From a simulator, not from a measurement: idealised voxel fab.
Presented below is a process module, voxel self aligned contacts.
Pictured: cross-section cut, 230 nm wide, on a grid of 5 nm square cells.
A cross-section in this document is a grid of square cells, and it is written down as bands, the top band listed before the ones below it; a band is made up of one or more rows of cells.
First you get the band's top height and its bottom height, in nm, and then the materials it's made of, left to right, with each width in nm. If you see a single material with "throughout", that one covers the band edge to edge. "blank" is empty space.
Basically, 0 is our baseline, since under it the wafer straight out of the box is all one material. The bottom band has no lower end and keeps on going down, so it looks like "top 0, no bottom".
The two numbers in a width such as "30 to 40" mark its ends across the band: the first belongs to the top row of cells, the second to the bottom row, and from each row to the next the width moves by the same amount.
For the purposes of this document, the phrase "all unchanged" attached to a step denotes that no cell within the cross-section was modified by that step.
Each empty space that has no open way to the top and spans at least 8 cells appears under "Fully sealed voids" as width x height at distance, the distance counted from the left edge, all in nm.
Where a step's line continues beyond its settings, the continuation is a remark by the simulator itself on that step.
The optional step-line setting "overlay nm" applies to steps with a mask and quantifies how far to the right of its planned location the mask lay, a negative value indicating leftward placement.
## Below is the list of planned process steps
- 1: RECEIVE (material Si)
- 2: OXIDIZE (depth nm 5)
- 3: DIRECTIONAL_DEP (material polySi; thk nm 30)
- 4: DIRECTIONAL_DEP (material SiN; thk nm 20)
- 5: PATTERN (tone cover; mask id GATE; material resist; width nm 35; pitch nm 70; thk nm 20; overlay nm 0)
- 6: DIRECTIONAL_ETCH (etch materials SiN; depth nm 20)
- 7: DIRECTIONAL_ETCH (etch materials polySi; depth nm 30)
- 8: STRIP (etch materials resist)
- 9: CONFORMAL_DEP (material SiN; thk nm 5)
- 10: DIRECTIONAL_ETCH (etch materials SiN; depth nm 5)
- 11: FILL_DEP (material SiO2; thk nm 20)
- 12: CMP (height nm 60)
- 13: MASKED_ETCH (tone open; mask id CONTACT; width nm 55; etch materials SiO2; depth nm 65; overlay nm 0)
- 14: CONFORMAL_DEP (material TiN; thk nm 5)
- 15: FILL_DEP (material W; thk nm 5)
- 16: CMP (height nm 60)
- 17: CONFORMAL_DEP (material SiN; thk nm 5)
## Wafer cross-section on receipt, i.e. after step 1
- top 0, no bottom = Si throughout
- Fully sealed voids: none
## Final wafer profile in cross-section after the module, from the same start and plan as above, with one mistake made during processing
- top 65, bottom 60 = SiN throughout
- top 60, bottom 50 = SiO2=85 | TiN=5 to 20 | SiO2=45 to 15 | TiN=5 to 20 | SiO2=90
- top 50, bottom 30 = SiO2=55 | SiN=45 | TiN=5 | SiO2=15 | TiN=5 | SiN=45 | SiO2=60
- top 30, bottom 0 = SiO2=55 | SiN=5 | polySi=35 | SiN=5 | TiN=5 | SiO2=15 | TiN=5 | SiN=5 | polySi=35 | SiN=5 | SiO2=60
- top 0, bottom -5 = SiO2=100 | TiN=25 | SiO2=105
- top -5, no bottom = Si throughout
- Fully sealed voids: none
Heads up, the wafer didn't run the way we planned it: note that step 15 departed from the planned setting and was carried out as FILL_DEP (material SiO2; thk nm 5)
